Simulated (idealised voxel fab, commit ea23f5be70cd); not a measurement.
Title: Process Module voxel released beams
The figure presents cross-section cut, which has a width of 230 nm and is divided into square cells with an edge length of 5 nm.
How to read a cross-section here: the picture is a grid of square cells, written as bands going from the top down, and any band can span one or more rows of cells. Look at the band entry: it leads with the top's height and the bottom's height in nm. Then it lists the materials left to right, with a width in nm for each. The word "everywhere" on a single material says that material fills the band edge to edge. The word "empty" is empty space. Counting heights begins at 0, where everything beneath is, in the wafer as received, one material. The lowest band has no bottom; it goes on downwards, as "z 0 and below" shows. Top row gets the first number, bottom row gets the second, and each row in between changes by the same step: that is how a band width like "30->40" works. Basically "remains unaltered" means that step didn't change any cell in the cross-section. Listed in "Trapped voids": every empty space of 8 or more cells without an open way to the top. Form: width x height at distance, the distance being from the left edge, all in nm. The remark found on a step's line after its settings is issued by the simulator itself and pertains to that step. Each step line may optionally specify "overlay nm", which for a step with a mask gives the rightward distance between the mask's planned place and where it lay, a negative value indicating the leftward direction.
The process steps that were planned are listed below
| 1 | RECEIVE,material Si |
| 2 | CONFORMAL_DEP,material SiN,thk nm 5 |
| 3 | DIRECTIONAL_DEP,material SiO2,thk nm 10 |
| 4 | DIRECTIONAL_DEP,material aC,thk nm 10 |
| 5 | PATTERN,tone open,mask id ANCHOR,material resist,width nm 45,thk nm 30,overlay nm 0 |
| 6 | DIRECTIONAL_ETCH,etch materials aC,depth nm 10 |
| 7 | STRIP,etch materials resist |
| 8 | DIRECTIONAL_ETCH,etch materials SiO2,depth nm 10 |
| 9 | STRIP,etch materials aC |
| 10 | CONFORMAL_DEP,material TiN,thk nm 15 |
| 11 | PATTERN,tone cover,mask id BEAM,material resist,width nm 120,thk nm 15,overlay nm 0 |
| 12 | DIRECTIONAL_ETCH,etch materials TiN,depth nm 15 |
| 13 | STRIP,etch materials resist |
| 14 | STRIP,etch materials SiO2 |
As received (post step 1): cross-section
z 0 and below | Si everywhere
Trapped voids: none
Cross-sectional image of the first of two wafers at the end of the module, the run having proceeded as planned
z 30 to 20 | 50 of empty, then 20 of TiN, then 15 of empty, then 85 of TiN, then 60 of empty
z 20 to 15 | 50 of empty, then 120 of TiN, then 60 of empty
z 15 to 5 | 55 of empty, then 45 of TiN, then 130 of empty
z 5 to 0 | SiN everywhere
z 0 and below | Si everywhere
Trapped voids: none
Here's the second of our two wafers sectioned at module end. Same start as the first, same plan, but one mistake got made running it
z 30 to 15 | 50 of empty, then 120 of TiN, then 60 of empty
z 15 to 10 | SiN everywhere
z 10 to 0 | SiO2 everywhere
z 0 and below | Si everywhere
Trapped voids: none
The mistake made against the process plan was this: step 3 occupied the plan position of step 2, and the converse holds as well
Once processing is complete, comparing cell counts shows that the second wafer has more or fewer of certain materials than the first: +92 SiO2; -12 TiN
